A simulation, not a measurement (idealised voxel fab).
The process module that follows is named voxel plated lines.
cross-section cut | 180 nm wide | cells 5 nm
In what follows, cross-sections appear as grids of square cells, described through bands that run from the top down, where every band is one or more rows of cells. Band: top height; bottom height; in nm. Then, left to right: material with width in nm, for each material. "edge to edge": a single material spanning edge to edge. "blank": empty space. Height reference: 0 = level under which incoming wafer is all one material. Lowest band: no bottom, runs on downward, e.g. "0..down". Quick explanation for "30..40": the width changes in equal steps down the rows of cells, from the first number in the band's top row to the second number in its bottom row. "no modification" for a step: no cell of the cross-section changed in that step. "Fully enclosed voids" contains a list of empty spaces, each no smaller than 8 cells and without an open way to the top, written in the form width x height at distance with the distance from the left edge and all three in nm. Anything after a step's settings on that line? It's the simulator's own note about the step. overlay nm, on a step with a mask: how far to the right of its planned place the mask lay; to the left if negative.
Intended process steps:
- 1: RECEIVE [material Si]
- 2: CONFORMAL_DEP [material Al2O3] [thk nm 5]
- 3: DIRECTIONAL_DEP [material TiN] [thk nm 5]
- 4: PATTERN [tone open] [mask id LINES] [material resist] [width nm 15] [pitch nm 35] [thk nm 40] [overlay nm 0]
- 5: EPI [material Ru] [thk nm 10]
- 6: EPI [material Ru] [thk nm 5]
- 7: EPI [material Ru] [thk nm 5]
- 8: STRIP [etch materials resist]
- 9: DIRECTIONAL_ETCH [etch materials TiN] [depth nm 5]
- 10: CONFORMAL_DEP [material SiCN] [thk nm 10]
Wafer cross-section on receipt, i.e. after step 1:
    0..down = Si edge to edge
    Fully enclosed voids: none
End state of the module in cross-section, given the above starting point and plan and one mistake in execution:
    40..30 = blank (55), then SiCN (70), then blank (55)
    30..15 = blank (55), then SiCN (10), then Ru (15), then SiCN (20), then Ru (15), then SiCN (10), then blank (55)
    15..10 = SiCN (65), then Ru (15), then SiCN (20), then Ru (15), then SiCN (65)
    10..5 = SiCN (65), then TiN (15), then SiCN (20), then TiN (15), then SiCN (65)
    5..0 = SiCN edge to edge
    0..down = Si edge to edge
    Fully enclosed voids: none
Diagnosis: so step 2 ended up running with a different setting than we planned, it ran as CONFORMAL_DEP [material SiCN] [thk nm 5]
